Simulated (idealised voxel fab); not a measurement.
Proc. module: voxel ribs on slabs
Cross-section cut spans 195 nm and uses square cells 5 nm in size.
Throughout this document, each cross-section is represented as a grid of square cells and is presented as a sequence of bands enumerated from the top downward, where a band comprises one or more rows of cells.
In this notation a band is specified by the heights of its top and bottom, in that order and in nm, after which its materials appear from left to right, each paired with its width in nm. The word "everywhere" attached to a single material means that material fills the band from edge to edge; the word "blank" stands for empty space.
Counting heights begins at 0, where everything beneath is, in the wafer as received, one material. The lowest band has no bottom; it goes on downwards, as "from 0 down" shows.
Think of "30..40" as a width that walks from the first number to the second as you go down the band, top row to bottom row, taking equal-sized steps from row to row.
Basically "no alteration" means that step didn't change any cell in the cross-section.
Empty spaces without an open route to the top, at least 8 cells in extent, make up the entry "Voids, fully enclosed"; each is given as width x height at distance, where the distance is measured from the left edge, and all are in nm.
Where a step's line continues beyond its settings, the continuation is a remark by the simulator itself on that step.
Each step line may optionally specify "overlay nm", which for a step with a mask gives the rightward distance between the mask's planned place and where it lay, a negative value indicating the leftward direction.
# Intended process steps
1) RECEIVE,material Si
2) DIRECTIONAL_DEP,material SiO2,thk nm 20
3) DIRECTIONAL_DEP,material polySi,thk nm 25
4) PATTERN,tone cover,mask id RIB,material resist,width nm 20,thk nm 15,overlay nm 0
5) DIRECTIONAL_ETCH,etch materials polySi,depth nm 15
6) STRIP,etch materials resist
7) DIRECTIONAL_DEP,material aC,thk nm 10
8) PATTERN,tone cover,mask id SLAB,material resist,width nm 80,thk nm 25,overlay nm 0
9) DIRECTIONAL_ETCH,etch materials aC,depth nm 10
10) STRIP,etch materials resist
11) DIRECTIONAL_ETCH,etch materials polySi,depth nm 10
12) STRIP,etch materials aC
13) FILL_DEP,material SiO2,thk nm 20
14) CMP,height nm 60
15) DIRECTIONAL_DEP,material TiN,thk nm 5
16) PATTERN,tone cover,mask id HEATER,material resist,width nm 30,thk nm 15,overlay nm 0
17) DIRECTIONAL_ETCH,etch materials TiN,depth nm 5
18) STRIP,etch materials resist
19) CONFORMAL_DEP,material SiO2,thk nm 10
# Shown in cross-section is the wafer as received, that is, as it stands after step 1
	from 0 down | Si everywhere
	Voids, fully enclosed: none
# Final wafer profile in cross-section after the module, from the same start and plan as above, with one mistake made during processing
	from 75 to 70 | blank=80; SiO2=50; blank=65
	from 70 to 65 | SiO2 everywhere
	from 65 to 60 | SiO2=90; TiN=30; SiO2=75
	from 60 to 45 | SiO2 everywhere
	from 45 to 30 | SiO2=85; polySi=20; SiO2=90
	from 30 to 20 | SiO2=55; polySi=80; SiO2=60
	from 20 to 0 | SiO2 everywhere
	from 0 down | Si everywhere
	Voids, fully enclosed: none
Run error: step 16: run off-plan, actual operation and settings PATTERN,tone cover,mask id HEATER,material resist,width nm 30,thk nm 15,overlay nm 10
